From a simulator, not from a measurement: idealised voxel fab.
Proc. module: voxel self aligned vias
FYI the section here is cut, 280 nm wide, cells are 5 nm squares.
Each cross-section below is a grid of square cells, stated as bands in top-down order, with one or more rows of cells making up each band. This entry defines a band. It first specifies the height of the band's top and the height of its bottom in nm, and then specifies the band's materials from left to right, stating each material with its width in nm. The word "throughout" identifies a single material that fills the band from edge to edge, while the word "blank" identifies empty space. Basically, 0 is our baseline, since under it the wafer straight out of the box is all one material. The bottom band has no lower end and keeps on going down, so it looks like "0..down". A two-number width, for instance "30->40", indicates that the width is equal to the first number in the top row of the band and to the second number in the bottom row, and that it changes by a constant amount per row of cells. "no alteration" (step): cross-section cells unchanged, all of them. Each empty space that has no open way to the top and spans at least 8 cells appears under "Enclosed cavity list" as width x height at distance, the distance counted from the left edge, all in nm. Anything after a step's settings on that line? It's the simulator's own note about the step. overlay nm: mask right of planned place by this much (step with mask). Neg. = left.

Process steps - plan:
1,RECEIVE with material Si
2,CONFORMAL_DEP with material SiO2, thk nm 10
3,CONFORMAL_DEP with material SiCN, thk nm 5
4,DIRECTIONAL_DEP with material SiO2, thk nm 30
5,MASKED_ETCH with tone open, mask id LINES, width nm 25, pitch nm 75, etch materials SiO2, depth nm 30, overlay nm 0
6,CONFORMAL_DEP with material TiN, thk nm 5
7,FILL_DEP with material W, thk nm 10
8,CMP with height nm 45
9,SELECTIVE_ETCH with etch materials W Ru TiN, depth nm 5
10,FILL_DEP with material SiN, thk nm 10
11,CMP with height nm 45
12,DIRECTIONAL_DEP with material SiO2, thk nm 15
13,PATTERN with tone open, mask id VIAS, material resist, width nm 45, thk nm 20, overlay nm 0
14,DIRECTIONAL_ETCH with etch materials SiO2, depth nm 15
15,DIRECTIONAL_ETCH with etch materials SiN, depth nm 5
16,STRIP with etch materials resist
17,CONFORMAL_DEP with material TiN, thk nm 5
18,FILL_DEP with material Cu, thk nm 10
19,CMP with height nm 60
20,CONFORMAL_DEP with material SiCN, thk nm 5

What follows covers the first of two wafers; it ran as planned:

Incoming wafer in cross-section (state: after step 1):
- 0..down  Si throughout
- Enclosed cavity list: none

The following cross-section depicts the wafer upon completion of step 2:
- 10..0  SiO2 throughout
- At heights below 0, the structure remains unaltered.

The following cross-section depicts the wafer upon completion of step 3:
- 15..10  SiCN throughout
- At heights below 10, the structure remains unaltered.

The following cross-section depicts the wafer upon completion of step 4:
- 45..15  SiO2 throughout
- At heights below 15, the structure remains unaltered.

The following cross-section depicts the wafer upon completion of step 5:
- 45..15  SiO2=90 / blank=25 / SiO2=50 / blank=25 / SiO2=90
- At heights below 15, the structure remains unaltered.

The following cross-section depicts the wafer upon completion of step 6:
- 50..45  TiN=95 / blank=15 / TiN=60 / blank=15 / TiN=95
- 45..20  SiO2=90 / TiN=5 / blank=15 / TiN=5 / SiO2=50 / TiN=5 / blank=15 / TiN=5 / SiO2=90
- 20..15  SiO2=90 / TiN=25 / SiO2=50 / TiN=25 / SiO2=90
- At heights below 15, the structure remains unaltered.

The following cross-section depicts the wafer upon completion of step 7:
- 60..50  W throughout
- 50..45  TiN=95 / W=15 / TiN=60 / W=15 / TiN=95
- 45..20  SiO2=90 / TiN=5 / W=15 / TiN=5 / SiO2=50 / TiN=5 / W=15 / TiN=5 / SiO2=90
- At heights below 20, the structure remains unaltered.

The following cross-section depicts the wafer upon completion of step 8:
- 45..20  SiO2=90 / TiN=5 / W=15 / TiN=5 / SiO2=50 / TiN=5 / W=15 / TiN=5 / SiO2=90
- At heights below 20, the structure remains unaltered.

The following cross-section depicts the wafer upon completion of step 9:
- 45..40  SiO2=90 / blank=25 / SiO2=50 / blank=25 / SiO2=90
- At heights below 40, the structure remains unaltered.

The following cross-section depicts the wafer upon completion of step 10:
- 55..45  SiN throughout
- 45..40  SiO2=90 / SiN=25 / SiO2=50 / SiN=25 / SiO2=90
- At heights below 40, the structure remains unaltered.

The following cross-section depicts the wafer upon completion of step 11:
- 45..40  SiO2=90 / SiN=25 / SiO2=50 / SiN=25 / SiO2=90
- At heights below 40, the structure remains unaltered.

The following cross-section depicts the wafer upon completion of step 12:
- 60..45  SiO2 throughout
- At heights below 45, the structure remains unaltered.

The following cross-section depicts the wafer upon completion of step 13:
- 80..60  resist=80 / blank=45 / resist=155
- At heights below 60, the structure remains unaltered.

The following cross-section depicts the wafer upon completion of step 14:
- 80..60  resist=80 / blank=45 / resist=155
- 60..45  SiO2=80 / blank=45 / SiO2=155
- At heights below 45, the structure remains unaltered.

The following cross-section depicts the wafer upon completion of step 15:
- 80..60  resist=80 / blank=45 / resist=155
- 60..45  SiO2=80 / blank=45 / SiO2=155
- 45..40  SiO2=90 / blank=25 / SiO2=50 / SiN=25 / SiO2=90
- At heights below 40, the structure remains unaltered.

The following cross-section depicts the wafer upon completion of step 16:
- 60..45  SiO2=80 / blank=45 / SiO2=155
- At heights below 45, the structure remains unaltered.

The following cross-section depicts the wafer upon completion of step 17:
- 65..60  TiN=85 / blank=35 / TiN=160
- 60..50  SiO2=80 / TiN=5 / blank=35 / TiN=5 / SiO2=155
- 50..45  SiO2=80 / TiN=15 / blank=15 / TiN=15 / SiO2=155
- 45..40  SiO2=90 / TiN=25 / SiO2=50 / SiN=25 / SiO2=90
- At heights below 40, the structure remains unaltered.

The following cross-section depicts the wafer upon completion of step 18:
- 75..65  Cu throughout
- 65..60  TiN=85 / Cu=35 / TiN=160
- 60..50  SiO2=80 / TiN=5 / Cu=35 / TiN=5 / SiO2=155
- 50..45  SiO2=80 / TiN=15 / Cu=15 / TiN=15 / SiO2=155
- At heights below 45, the structure remains unaltered.

The following cross-section depicts the wafer upon completion of step 19:
- 60..50  SiO2=80 / TiN=5 / Cu=35 / TiN=5 / SiO2=155
- At heights below 50, the structure remains unaltered.

The following cross-section depicts the wafer upon completion of step 20:
- 65..60  SiCN throughout
- At heights below 60, the structure remains unaltered.

Wafer two: like wafer one in start and plan, but with one mistake in execution; identical up to and including step 12:

The second wafer in cross-section, at the planned close of step 13:
- 80..60  resist=85 / blank=35 / resist=160
- At heights below 60, the structure remains unaltered.

The second wafer in cross-section, at the planned close of step 14:
- 80..60  resist=85 / blank=35 / resist=160
- 60..45  SiO2=85 / blank=35 / SiO2=160
- At heights below 45, the structure remains unaltered.

The second wafer in cross-section, at the planned close of step 15:
- 80..60  resist=85 / blank=35 / resist=160
- 60..45  SiO2=85 / blank=35 / SiO2=160
- 45..40  SiO2=90 / blank=25 / SiO2=50 / SiN=25 / SiO2=90
- At heights below 40, the structure remains unaltered.

The second wafer in cross-section, at the planned close of step 16:
- 60..45  SiO2=85 / blank=35 / SiO2=160
- At heights below 45, the structure remains unaltered.

The second wafer in cross-section, at the planned close of step 17:
- 65..60  TiN=90 / blank=25 / TiN=165
- 60..50  SiO2=85 / TiN=5 / blank=25 / TiN=5 / SiO2=160
- 50..45  SiO2=85 / TiN=10 / blank=15 / TiN=10 / SiO2=160
- 45..40  SiO2=90 / TiN=25 / SiO2=50 / SiN=25 / SiO2=90
- At heights below 40, the structure remains unaltered.

The second wafer in cross-section, at the planned close of step 18:
- 75..65  Cu throughout
- 65..60  TiN=90 / Cu=25 / TiN=165
- 60..50  SiO2=85 / TiN=5 / Cu=25 / TiN=5 / SiO2=160
- 50..45  SiO2=85 / TiN=10 / Cu=15 / TiN=10 / SiO2=160
- At heights below 45, the structure remains unaltered.

The second wafer in cross-section, at the planned close of step 19:
- 60..50  SiO2=85 / TiN=5 / Cu=25 / TiN=5 / SiO2=160
- At heights below 50, the structure remains unaltered.

The second wafer in cross-section, at the planned close of step 20:
- 65..60  SiCN throughout
- At heights below 60, the structure remains unaltered.
In executing the process, a mistake was made relative to the plan: off-plan run, step 13, actual operation and settings PATTERN with tone open, mask id VIAS, material resist, width nm 35, thk nm 20, overlay nm 0
Final wafer comparison in cells, second versus first, more or fewer per material: -4 Cu, +6 SiO2, -2 TiN
